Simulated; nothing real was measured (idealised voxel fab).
This is a process module. Its name is voxel wiring stack.
215 nm wide, 5 nm square cells: that's cross-section cut.
Cross-section spec: square-cell grid; bands listed top down; each band is one or more rows. The entry gives the band's vertical extent as a top height and a bottom height in nm, then its horizontal make-up as materials from left to right, each with a width in nm. "empty" stands for empty space; a single material marked "edge to edge" fills the band edge to edge. Basically, 0 is our baseline, since under it the wafer straight out of the box is all one material. The bottom band has no lower end and keeps on going down, so it looks like "0..down". You'd read "30..40" like this: the band's top row of cells is as wide as the first number, its bottom row is as wide as the second, and going down, every row changes width by the same amount as the row before did. When a step is marked "all unchanged", none of the cells in the cross-section changed during that step. The list in "Enclosed cavities" covers empty spaces of 8 cells or more that cannot reach the top through any open way, and it gives each as width x height at distance; the distance is from the left edge, and width, height and distance are in nm. That trailing text on a step's line, after the settings, is the simulator's own remark on the step. "overlay nm", when on a step's line for a step with a mask, measures how far to the right of its planned place the mask lay; a negative measure means to the left.
**Planned step list for the process**
1 RECEIVE,material Si
2 CONFORMAL_DEP,material SiO2,thk nm 10
3 CONFORMAL_DEP,material SiN,thk nm 5
4 DIRECTIONAL_DEP,material SiO2,thk nm 20
5 PATTERN,tone open,mask id METAL_1,material resist,width nm 30,pitch nm 50,thk nm 15,overlay nm 0
6 DIRECTIONAL_ETCH,etch materials SiO2,depth nm 20
7 DIRECTIONAL_ETCH,etch materials SiN,depth nm 5
8 STRIP,etch materials resist
9 CONFORMAL_DEP,material TiN,thk nm 5
10 FILL_DEP,material W,thk nm 5
11 CMP,height nm 35
12 CONFORMAL_DEP,material SiCN,thk nm 5
13 DIRECTIONAL_DEP,material SiO2,thk nm 10
14 DIRECTIONAL_DEP,material aC,thk nm 15
15 PATTERN,tone open,mask id PLUG_1,material resist,width nm 15,pitch nm 100,thk nm 35,overlay nm 0
16 DIRECTIONAL_ETCH,etch materials aC,depth nm 15
17 STRIP,etch materials resist
18 DIRECTIONAL_ETCH,etch materials SiO2,depth nm 10
19 DIRECTIONAL_ETCH,etch materials SiCN,depth nm 5
20 STRIP,etch materials aC
21 EPI,material Ru,thk nm 10
22 EPI,material Ru,thk nm 5
23 DIRECTIONAL_DEP,material TiN,thk nm 5
24 DIRECTIONAL_DEP,material Ru,thk nm 25
25 PATTERN,tone cover,mask id METAL_2,material resist,width nm 20,pitch nm 50,thk nm 15,overlay nm 0
26 DIRECTIONAL_ETCH,etch materials Ru,depth nm 25
27 DIRECTIONAL_ETCH,etch materials TiN,depth nm 5
28 STRIP,etch materials resist
29 CONFORMAL_DEP,material SiN,thk nm 5
30 FILL_DEP,material SiO2,thk nm 5
31 CMP,height nm 80
32 CONFORMAL_DEP,material SiCN,thk nm 5
33 DIRECTIONAL_DEP,material lowk,thk nm 25
34 DIRECTIONAL_DEP,material aC,thk nm 10
35 PATTERN,tone open,mask id METAL_3_HOLES,material resist,width nm 15,pitch nm 50,thk nm 30,overlay nm 0
36 DIRECTIONAL_ETCH,etch materials aC,depth nm 10
37 STRIP,etch materials resist
38 DIRECTIONAL_ETCH,etch materials lowk,depth nm 25
39 STRIP,etch materials aC
40 DIRECTIONAL_DEP,material aC,thk nm 15
41 PATTERN,tone open,mask id METAL_3,material resist,width nm 30,pitch nm 50,thk nm 35,overlay nm 0
42 DIRECTIONAL_ETCH,etch materials aC,depth nm 15
43 STRIP,etch materials resist
44 DIRECTIONAL_ETCH,etch materials lowk,depth nm 15
45 DIRECTIONAL_ETCH,etch materials SiCN,depth nm 5
46 STRIP,etch materials aC
47 CONFORMAL_DEP,material TiN,thk nm 5
48 FILL_DEP,material Cu,thk nm 10
49 CMP,height nm 110
50 CONFORMAL_DEP,material SiCN,thk nm 5
51 DIRECTIONAL_DEP,material lowk,thk nm 15
52 PATTERN,tone open,mask id PLUG_3,material resist,width nm 15,pitch nm 50,thk nm 20,overlay nm 0
53 DIRECTIONAL_ETCH,etch materials lowk,depth nm 15
54 DIRECTIONAL_ETCH,etch materials SiCN,depth nm 5
55 STRIP,etch materials resist
56 CONFORMAL_DEP,material TiN,thk nm 5
57 FILL_DEP,material Ru,thk nm 5
58 CMP,height nm 130
59 CONFORMAL_DEP,material SiCN,thk nm 5
60 DIRECTIONAL_DEP,material SiO2,thk nm 25
61 MASKED_ETCH,tone open,mask id METAL_4,width nm 30,pitch nm 50,etch materials SiO2,depth nm 25,overlay nm 0
62 MASKED_ETCH,tone open,mask id METAL_4,width nm 30,pitch nm 50,etch materials SiCN,depth nm 5,overlay nm 0
63 CONFORMAL_DEP,material TiN,thk nm 5
64 FILL_DEP,material Cu,thk nm 10
65 CMP,height nm 160
66 EPI,material Ru,thk nm 5
67 FILL_DEP,material SiCN,thk nm 5
For this document, wafers share an identical start and vary in the step 25 width nm; the plan quotes the first wafer's value.
**Cross-sectional view of the first of several wafers in the as-received condition, corresponding to the state following step 1**
- 0..down = Si edge to edge
- Enclosed cavities: none
**End of the module, past its last step, step 67: how the first of several wafers looks in cross-section**
- 170..165 = SiCN edge to edge
- 165..160 = 35 nm SiCN, then 40 nm Ru, then 10 nm SiCN, then 40 nm Ru, then 10 nm SiCN, then 40 nm Ru, then 40 nm SiCN
- 160..135 = 40 nm SiO2, then 5 nm TiN, then 20 nm Cu, then 5 nm TiN, then 20 nm SiO2, then 5 nm TiN, then 20 nm Cu, then 5 nm TiN, then 20 nm SiO2, then 5 nm TiN, then 20 nm Cu, then 5 nm TiN, then 45 nm SiO2
- 135..130 = 40 nm SiCN, then 30 nm TiN, then 20 nm SiCN, then 30 nm TiN, then 20 nm SiCN, then 30 nm TiN, then 45 nm SiCN
- 130..115 = 40 nm lowk, then 5 nm TiN, then 5 nm Ru, then 5 nm TiN, then 35 nm lowk, then 5 nm TiN, then 5 nm Ru, then 5 nm TiN, then 35 nm lowk, then 5 nm TiN, then 5 nm Ru, then 5 nm TiN, then 60 nm lowk
- 115..110 = 40 nm SiCN, then 15 nm TiN, then 35 nm SiCN, then 15 nm TiN, then 35 nm SiCN, then 15 nm TiN, then 60 nm SiCN
- 110..100 = 40 nm lowk, then 5 nm TiN, then 20 nm Cu, then 5 nm TiN, then 20 nm lowk, then 5 nm TiN, then 20 nm Cu, then 5 nm TiN, then 20 nm lowk, then 5 nm TiN, then 20 nm Cu, then 5 nm TiN, then 45 nm lowk
- 100..95 = 40 nm lowk, then 5 nm TiN, then 5 nm Cu, then 20 nm TiN, then 20 nm lowk, then 5 nm TiN, then 5 nm Cu, then 20 nm TiN, then 20 nm lowk, then 5 nm TiN, then 5 nm Cu, then 20 nm TiN, then 45 nm lowk
- 95..85 = 40 nm lowk, then 5 nm TiN, then 5 nm Cu, then 5 nm TiN, then 35 nm lowk, then 5 nm TiN, then 5 nm Cu, then 5 nm TiN, then 35 nm lowk, then 5 nm TiN, then 5 nm Cu, then 5 nm TiN, then 60 nm lowk
- 85..80 = 40 nm SiCN, then 15 nm TiN, then 35 nm SiCN, then 15 nm TiN, then 35 nm SiCN, then 15 nm TiN, then 60 nm SiCN
- 80..55 = 40 nm SiO2, then 5 nm SiN, then 20 nm Ru, then 5 nm SiN, then 20 nm SiO2, then 5 nm SiN, then 20 nm Ru, then 5 nm SiN, then 20 nm SiO2, then 5 nm SiN, then 20 nm Ru, then 5 nm SiN, then 45 nm SiO2
- 55..50 = 45 nm SiN, then 20 nm TiN, then 30 nm SiN, then 20 nm TiN, then 30 nm SiN, then 20 nm TiN, then 50 nm SiN
- 50..40 = 40 nm SiO2, then 15 nm Ru, then 85 nm SiO2, then 15 nm Ru, then 60 nm SiO2
- 40..35 = 40 nm SiCN, then 15 nm Ru, then 85 nm SiCN, then 15 nm Ru, then 60 nm SiCN
- 35..15 = 40 nm SiO2, then 5 nm TiN, then 20 nm W, then 5 nm TiN, then 20 nm SiO2, then 5 nm TiN, then 20 nm W, then 5 nm TiN, then 20 nm SiO2, then 5 nm TiN, then 20 nm W, then 5 nm TiN, then 45 nm SiO2
- 15..10 = 40 nm SiN, then 30 nm TiN, then 20 nm SiN, then 30 nm TiN, then 20 nm SiN, then 30 nm TiN, then 45 nm SiN
- 10..0 = SiO2 edge to edge
- 0..down = Si edge to edge
- Enclosed cavities: none
**Final wafer cross-section at module end**
- 170..165 = SiCN edge to edge
- 165..160 = 35 nm SiCN, then 40 nm Ru, then 10 nm SiCN, then 40 nm Ru, then 10 nm SiCN, then 40 nm Ru, then 40 nm SiCN
- 160..135 = 40 nm SiO2, then 5 nm TiN, then 20 nm Cu, then 5 nm TiN, then 20 nm SiO2, then 5 nm TiN, then 20 nm Cu, then 5 nm TiN, then 20 nm SiO2, then 5 nm TiN, then 20 nm Cu, then 5 nm TiN, then 45 nm SiO2
- 135..130 = 40 nm SiCN, then 30 nm TiN, then 20 nm SiCN, then 30 nm TiN, then 20 nm SiCN, then 30 nm TiN, then 45 nm SiCN
- 130..115 = 40 nm lowk, then 5 nm TiN, then 5 nm Ru, then 5 nm TiN, then 35 nm lowk, then 5 nm TiN, then 5 nm Ru, then 5 nm TiN, then 35 nm lowk, then 5 nm TiN, then 5 nm Ru, then 5 nm TiN, then 60 nm lowk
- 115..110 = 40 nm SiCN, then 15 nm TiN, then 35 nm SiCN, then 15 nm TiN, then 35 nm SiCN, then 15 nm TiN, then 60 nm SiCN
- 110..100 = 40 nm lowk, then 5 nm TiN, then 20 nm Cu, then 5 nm TiN, then 20 nm lowk, then 5 nm TiN, then 20 nm Cu, then 5 nm TiN, then 20 nm lowk, then 5 nm TiN, then 20 nm Cu, then 5 nm TiN, then 45 nm lowk
- 100..95 = 40 nm lowk, then 5 nm TiN, then 5 nm Cu, then 20 nm TiN, then 20 nm lowk, then 5 nm TiN, then 5 nm Cu, then 20 nm TiN, then 20 nm lowk, then 5 nm TiN, then 5 nm Cu, then 20 nm TiN, then 45 nm lowk
- 95..85 = 40 nm lowk, then 5 nm TiN, then 5 nm Cu, then 5 nm TiN, then 35 nm lowk, then 5 nm TiN, then 5 nm Cu, then 5 nm TiN, then 35 nm lowk, then 5 nm TiN, then 5 nm Cu, then 5 nm TiN, then 60 nm lowk
- 85..80 = 40 nm SiCN, then 15 nm TiN, then 35 nm SiCN, then 15 nm TiN, then 35 nm SiCN, then 15 nm TiN, then 60 nm SiCN
- 80..55 = 35 nm SiO2, then 5 nm SiN, then 35 nm Ru, then 5 nm SiN, then 5 nm SiO2, then 5 nm SiN, then 35 nm Ru, then 5 nm SiN, then 5 nm SiO2, then 5 nm SiN, then 35 nm Ru, then 5 nm SiN, then 35 nm SiO2
- 55..50 = 40 nm SiN, then 35 nm TiN, then 15 nm SiN, then 35 nm TiN, then 15 nm SiN, then 35 nm TiN, then 40 nm SiN
- 50..40 = 40 nm SiO2, then 15 nm Ru, then 85 nm SiO2, then 15 nm Ru, then 60 nm SiO2
- 40..35 = 40 nm SiCN, then 15 nm Ru, then 85 nm SiCN, then 15 nm Ru, then 60 nm SiCN
- 35..15 = 40 nm SiO2, then 5 nm TiN, then 20 nm W, then 5 nm TiN, then 20 nm SiO2, then 5 nm TiN, then 20 nm W, then 5 nm TiN, then 20 nm SiO2, then 5 nm TiN, then 20 nm W, then 5 nm TiN, then 45 nm SiO2
- 15..10 = 40 nm SiN, then 30 nm TiN, then 20 nm SiN, then 30 nm TiN, then 20 nm SiN, then 30 nm TiN, then 45 nm SiN
- 10..0 = SiO2 edge to edge
- 0..down = Si edge to edge
- Enclosed cavities: none
**Per wafer (row), end of module: delta in cells per material since receipt, (+) for gained, (-) for lost; closed voids after that**
width nm 20 | +93 Cu | +111 Ru | +192 SiCN | +86 SiN | +510 SiO2 | +177 TiN | +48 W | +245 lowk | Enclosed cavities: none
width nm 25 | +93 Cu | +126 Ru | +192 SiCN | +83 SiN | +495 SiO2 | +180 TiN | +48 W | +245 lowk | Enclosed cavities: none
width nm 30 | +93 Cu | +141 Ru | +192 SiCN | +80 SiN | +480 SiO2 | +183 TiN | +48 W | +245 lowk | Enclosed cavities: none
width nm 35 | +93 Cu | +156 Ru | +192 SiCN | +77 SiN | +465 SiO2 | +186 TiN | +48 W | +245 lowk | Enclosed cavities: none
